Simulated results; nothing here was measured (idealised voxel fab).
process module | voxel self aligned contacts
cross-section cut | 260 nm wide | cells 5 nm
A cross-section is a grid of square cells, given in bands from the top down. A band is one or more rows of cells.
Each band's line starts with the height of the band's top and of its bottom, in nm. Then come its materials from left to right, each with its width in nm. One material with "throughout" fills the band from edge to edge. "air" is empty space.
Height 0 is the level under which the wafer as received is all one material. The lowest band goes on downwards, as in "0 down".
A width such as "30 to 40" changes by the same amount from each row of cells to the next, from the band's top row to its bottom row.
"no change" after a step means that no cell of the cross-section changed.
closed voids: empty space of 8 cells or more with no open way to the top, each as width x height at its distance from the left edge, in nm
after a step's settings: what the simulator itself notes on the step
overlay nm, on a step with a mask: how far to the right of its planned place the mask lay; to the left if negative
plan
1 op RECEIVE | material Si
2 op CONFORMAL_DEP | material SiO2 | thk nm 5
3 op DIRECTIONAL_DEP | material polySi | thk nm 25
4 op DIRECTIONAL_DEP | material SiN | thk nm 10
5 op DIRECTIONAL_DEP | material aC | thk nm 10
6 op PATTERN | tone cover | mask id GATE | material resist | width nm 25 | pitch nm 70 | thk nm 25 | overlay nm 0
7 op DIRECTIONAL_ETCH | etch materials aC | depth nm 10
8 op STRIP | etch materials resist
9 op DIRECTIONAL_ETCH | etch materials SiN | depth nm 20
10 op DIRECTIONAL_ETCH | etch materials polySi | depth nm 25
11 op STRIP | etch materials aC
12 op CONFORMAL_DEP | material SiN | thk nm 10
13 op DIRECTIONAL_ETCH | etch materials SiN | depth nm 10
14 op FILL_DEP | material SiO2 | thk nm 15
15 op CMP | height nm 55
16 op MASKED_ETCH | tone open | mask id CONTACT | width nm 55 | etch materials SiO2 | depth nm 55 | overlay nm 0
17 op CONFORMAL_DEP | material TiN | thk nm 5
18 op FILL_DEP | material W | thk nm 5
19 op CMP | height nm 55
20 op CONFORMAL_DEP | material SiCN | thk nm 5
varied across the wafers: thk nm of step 4. The plan shows the first wafer's value. All wafers start alike
first wafer as received, after step 1
  0 down: Si throughout
  closed voids: none
first wafer at the end, after step 20
  60 to 55: SiCN throughout
  55 to 45: SiO2 100 | TiN 5 | W 45 | TiN 5 | SiO2 105
  45 to 40: SiO2 100 | TiN 20 | W 15 | TiN 20 | SiO2 105
  40 to 30: SiO2 70 | SiN 45 | TiN 5 | W 15 | TiN 5 | SiN 45 | SiO2 75
  30 to 5: SiO2 70 | SiN 10 | polySi 25 | SiN 10 | TiN 5 | W 15 | TiN 5 | SiN 10 | polySi 25 | SiN 10 | SiO2 75
  5 to 0: SiO2 115 | TiN 25 | SiO2 120
  0 down: Si throughout
  closed voids: none
last wafer at the end
  60 to 55: SiCN throughout
  55 to 50: SiO2 70 | SiN 45 | TiN 5 | W 15 | TiN 5 | SiN 45 | SiO2 75
  50 to 45: SiO2 70 | SiN 45 | TiN 25 | SiN 45 | SiO2 75
  45 to 30: SiN throughout
  30 to 5: polySi throughout
  5 to 0: SiO2 throughout
  0 down: Si throughout
  closed voids: none
each wafer at the end: cells of each material gained (+) or lost (-) since it was received, then its closed voids
thk nm 10 | +52 SiCN | +76 SiN | +373 SiO2 | +31 TiN | +42 W | +50 polySi | closed voids: none
thk nm 15 | +52 SiCN | +94 SiN | +361 SiO2 | +31 TiN | +36 W | +50 polySi | closed voids: none
thk nm 20 | +52 SiCN | +112 SiN | +349 SiO2 | +31 TiN | +30 W | +50 polySi | closed voids: none
thk nm 25 | +52 SiCN | +124 SiN | +168 SiO2 | +11 TiN | +9 W | +260 polySi | closed voids: none
thk nm 30 | +52 SiCN | +158 SiN | +139 SiO2 | +9 TiN | +6 W | +260 polySi | closed voids: none
thk nm 35 | +52 SiCN | +192 SiN | +110 SiO2 | +7 TiN | +3 W | +260 polySi | closed voids: none
